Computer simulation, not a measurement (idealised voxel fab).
Name of the process module below: voxel self aligned vias
cross-section cut | 260 nm wide | cells 5 nm
Format of a cross-section: grid, square cells. Given as bands. Order: top down. Band: one or more rows of cells.
Heights first: top, then bottom, in nm. Then materials, left to right, each with a width in nm. "all across" on a single material: fills the band edge to edge. "air": empty space.
Where do heights start? At 0: under that level the wafer as delivered is made of one material only. And the lowest band has no floor; it just carries on downward, as in "0..down".
A width such as "30 to 40" changes by the same amount from each row of cells to the next, from the band's top row to its bottom row.
Step note "remained the same" = no cross-section cell changed.
"Sealed void listing" lists enclosed empty spaces (at least 8 cells, no open path upward to the top), each as width x height at distance from the left edge, in nm.
after a step's settings: what the simulator itself notes on the step
"overlay nm" denotes, for a step that has a mask, the displacement of the mask to the right of its planned place, with negative values corresponding to the left.

# The steps planned for the process are as follows
1) RECEIVE [material Si]
2) CONFORMAL_DEP [material SiO2] [thk nm 15]
3) CONFORMAL_DEP [material SiCN] [thk nm 5]
4) DIRECTIONAL_DEP [material lowk] [thk nm 20]
5) PATTERN [tone open] [mask id LINES] [material resist] [width nm 20] [pitch nm 60] [thk nm 15] [overlay nm 0]
6) DIRECTIONAL_ETCH [etch materials lowk] [depth nm 20]
7) STRIP [etch materials resist]
8) CONFORMAL_DEP [material TiN] [thk nm 5]
9) FILL_DEP [material Ru] [thk nm 10]
10) CMP [height nm 40]
11) SELECTIVE_ETCH [etch materials W Ru TiN] [depth nm 10]
12) FILL_DEP [material SiN] [thk nm 5]
13) CMP [height nm 40]
14) DIRECTIONAL_DEP [material lowk] [thk nm 20]
15) MASKED_ETCH [tone open] [mask id VIAS] [width nm 40] [etch materials lowk] [depth nm 20] [overlay nm 0]
16) MASKED_ETCH [tone open] [mask id VIAS] [width nm 40] [etch materials SiN] [depth nm 10] [overlay nm 0]
17) CONFORMAL_DEP [material TiN] [thk nm 5]
18) FILL_DEP [material Cu] [thk nm 10]
19) CMP [height nm 60]
20) CONFORMAL_DEP [material SiCN] [thk nm 5]

# Here's what the wafer looked like in cross-section when it arrived - that's after step 1
0..down | Si all across
Sealed void listing: none

# The following cross-section depicts the wafer upon conclusion of the module. Processing commenced from the starting condition illustrated above and adhered to the plan illustrated above, save for one mistake in execution
65..60 | SiCN all across
60..45 | lowk (80), TiN (5), Cu (30), TiN (5), lowk (140)
45..40 | lowk (80), TiN (15), Cu (10), TiN (15), lowk (140)
40..35 | lowk (90), TiN (5), Cu (10), TiN (5), lowk (40), SiN (20), lowk (90)
35..30 | lowk (90), TiN (20), lowk (40), SiN (20), lowk (90)
30..25 | lowk (90), TiN (5), SiN (10), TiN (5), lowk (40), TiN (5), SiN (10), TiN (5), lowk (90)
25..20 | lowk (90), TiN (20), lowk (40), TiN (20), lowk (90)
20..15 | SiCN all across
15..0 | SiO2 all across
0..down | Si all across
Sealed void listing: none
What broke from the plan during processing? for step 9, the planned setting was not used; the step was instead run as FILL_DEP [material SiN] [thk nm 10]
